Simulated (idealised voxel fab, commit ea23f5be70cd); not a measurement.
The process module presented herein is designated voxel released beams.
Square cell edge 5 nm, section width 170 nm, ID cut.
For the purposes of this document, a cross-section shall be understood as a grid of square cells, specified as bands listed in top-to-bottom order, each band consisting of one or more rows of cells.
The entry gives the band's vertical extent as a top height and a bottom height in nm, then its horizontal make-up as materials from left to right, each with a width in nm. "air" stands for empty space; a single material marked "full width" fills the band edge to edge.
Basically, 0 is our baseline, since under it the wafer straight out of the box is all one material. The bottom band has no lower end and keeps on going down, so it looks like "0 down".
You'd read "30 to 40" like this: the band's top row of cells is as wide as the first number, its bottom row is as wide as the second, and going down, every row changes width by the same amount as the row before did.
Step marked "remained the same"? Then no cell in the cross-section changed in it.
Any empty space of 8 cells or more lacking an open way to the top shows up in "Closed void entries" as width x height at distance, distance from the left edge, in nm.
If you see something after the settings on a step's line, that's the simulator's own remark about that step.
You can add "overlay nm" to a step's line. For a step with a mask, it describes how far the mask lay to the right of its planned position, and a negative number describes a lay to the left.

**plan**
1: RECEIVE | material Si
2: CONFORMAL_DEP | material Al2O3 | thk nm 10
3: DIRECTIONAL_DEP | material SiO2 | thk nm 20
4: PATTERN | tone open | mask id ANCHOR | material resist | width nm 30 | thk nm 20 | overlay nm 0
5: DIRECTIONAL_ETCH | etch materials SiO2 | depth nm 20
6: STRIP | etch materials resist
7: CONFORMAL_DEP | material W | thk nm 10
8: PATTERN | tone cover | mask id BEAM | material resist | width nm 75 | thk nm 15 | overlay nm 0
9: DIRECTIONAL_ETCH | etch materials W | depth nm 10
10: STRIP | etch materials resist
11: STRIP | etch materials SiO2

**This is the cross-section of the wafer as we received it, i.e. after step 1**
* 0 down = Si full width
* Closed void entries: none

**Here's the wafer cut in cross-section after the module, started and planned just like above, except one thing was done wrong in the run**
* 40 to 30 = air: 45 | W: 45 | air: 80
* 30 to 20 = air: 40 | W: 10 | SiO2: 30 | W: 10 | air: 80
* 20 to 10 = air: 40 | W: 10 | SiO2: 30 | W: 40 | air: 50
* 10 to 0 = Al2O3 full width
* 0 down = Si full width
* Closed void entries: none
Heads up, the wafer didn't run the way we planned it: step 4 did not happen as planned, as run it was PATTERN | tone cover | mask id ANCHOR | material resist | width nm 30 | thk nm 20 | overlay nm 0
